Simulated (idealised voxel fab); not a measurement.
Documented hereafter: the process module known as voxel transistor to metal.
For reference, the cross-section in this document is cut, with width 200 nm and square cells of 5 nm.
A cross-section is a grid of square cells, given in bands from the top down. A band is one or more rows of cells.
Read a band's entry like this: the first values are the height of its top and the height of its bottom in nm, and what follows is the sequence of materials from left to right, each with its width in nm. Note that "air" is empty space, and that a single material marked "all across" reaches across the band from edge to edge.
The reference from which all heights are counted is 0, the level beneath which the as-received wafer is entirely one material; the lowest band, having no lower bound, proceeds downward and is written after the example "0..down".
The two numbers in a width such as "30->40" mark its ends across the band: the first belongs to the top row of cells, the second to the bottom row, and from each row to the next the width moves by the same amount.
The designation "all unchanged", where it is given for a processing step, indicates that no cell of the cross-section was altered in the course of that step.
In the "Closed void list" entry, you get each enclosed empty space of 8 cells or more, one with no open way to the top, written width x height at distance, distance from the left edge, in nm.
Formally, on a step line, whatever follows the settings is a remark that the simulator itself makes on the step.
overlay nm: how far to the right of its planned place the mask lay on this masked step (negative: to the left).

**Here's what the planned process steps look like**
1. RECEIVE: material Si
2. CONFORMAL_DEP: material SiO2, thk nm 5
3. CONFORMAL_DEP: material SiN, thk nm 15
4. MASKED_ETCH: tone cover, mask id ACTIVE, width nm 110, etch materials SiN, depth nm 15, overlay nm 0
5. MASKED_ETCH: tone cover, mask id ACTIVE, width nm 110, etch materials SiO2, depth nm 5, overlay nm 0
6. MASKED_ETCH: tone cover, mask id ACTIVE, width nm 100, etch materials Si, depth nm 30, overlay nm 0
7. FILL_DEP: material SiO2, thk nm 15
8. CMP: height nm 20
9. SELECTIVE_ETCH: etch materials SiO2, depth nm 5
10. STRIP: etch materials SiN
11. SELECTIVE_ETCH: etch materials SiO2, depth nm 5
12. OXIDIZE: depth nm 5
13. DIRECTIONAL_DEP: material polySi, thk nm 20
14. DIRECTIONAL_DEP: material SiCN, thk nm 10
15. PATTERN: tone cover, mask id GATE, material resist, width nm 20, thk nm 20, overlay nm 0
16. DIRECTIONAL_ETCH: etch materials SiCN, depth nm 20
17. DIRECTIONAL_ETCH: etch materials polySi, depth nm 30
18. STRIP: etch materials resist
19. CONFORMAL_DEP: material SiN, thk nm 5
20. DIRECTIONAL_ETCH: etch materials SiN, depth nm 5
21. DIRECTIONAL_ETCH: etch materials SiO2, depth nm 5
22. DIRECTIONAL_ETCH: etch materials Si, depth nm 10
23. EPI: material SiGe, thk nm 10
24. FILL_DEP: material SiO2, thk nm 10
25. CMP: height nm 30
26. DIRECTIONAL_DEP: material SiO2, thk nm 10
27. MASKED_ETCH: tone open, mask id CONTACT, width nm 15, pitch nm 75, etch materials SiO2, depth nm 45, overlay nm 0
28. CONFORMAL_DEP: material TiN, thk nm 5
29. FILL_DEP: material W, thk nm 10
30. CMP: height nm 40
31. CONFORMAL_DEP: material SiCN, thk nm 5
32. DIRECTIONAL_DEP: material lowk, thk nm 20
33. MASKED_ETCH: tone open, mask id METAL_1, width nm 15, pitch nm 75, etch materials lowk, depth nm 20, overlay nm 0
34. MASKED_ETCH: tone open, mask id METAL_1, width nm 15, pitch nm 75, etch materials SiCN, depth nm 5, overlay nm 0
35. CONFORMAL_DEP: material TiN, thk nm 5
36. FILL_DEP: material Cu, thk nm 5
37. CMP: height nm 65
38. EPI: material Ru, thk nm 5
39. FILL_DEP: material SiCN, thk nm 5
Heads up: all these wafers start the same, and what changes between them is the width nm in step 6. The value you see in the plan is just what the first wafer got.

**So this is the first of several wafers, cross-sectioned as it came to us, meaning it's at the end of step 1**
> 0..down  Si all across
> Closed void list: none

**So in this table every wafer gets its own row, and what you see is where it stands at the end of the module: for each material, how many cells it picked up (+) or gave up (-) since we received it, and after that its closed voids**
width nm 100 | +8 Cu | +10 Ru | -162 Si | +112 SiCN | +40 SiGe | +16 SiN | +348 SiO2 | +60 TiN | +16 W | +136 lowk | +16 polySi | Closed void list: none
width nm 105 | +8 Cu | +10 Ru | -162 Si | +112 SiCN | +40 SiGe | +16 SiN | +348 SiO2 | +60 TiN | +16 W | +136 lowk | +16 polySi | Closed void list: none
width nm 110 | +8 Cu | +10 Ru | -162 Si | +112 SiCN | +40 SiGe | +16 SiN | +348 SiO2 | +60 TiN | +16 W | +136 lowk | +16 polySi | Closed void list: none
width nm 115 | +8 Cu | +10 Ru | -157 Si | +112 SiCN | +44 SiGe | +16 SiN | +339 SiO2 | +60 TiN | +16 W | +136 lowk | +16 polySi | Closed void list: none
width nm 120 | +8 Cu | +10 Ru | -152 Si | +112 SiCN | +48 SiGe | +16 SiN | +330 SiO2 | +60 TiN | +16 W | +136 lowk | +16 polySi | Closed void list: none
width nm 125 | +8 Cu | +10 Ru | -147 Si | +112 SiCN | +48 SiGe | +16 SiN | +325 SiO2 | +60 TiN | +16 W | +136 lowk | +16 polySi | Closed void list: none
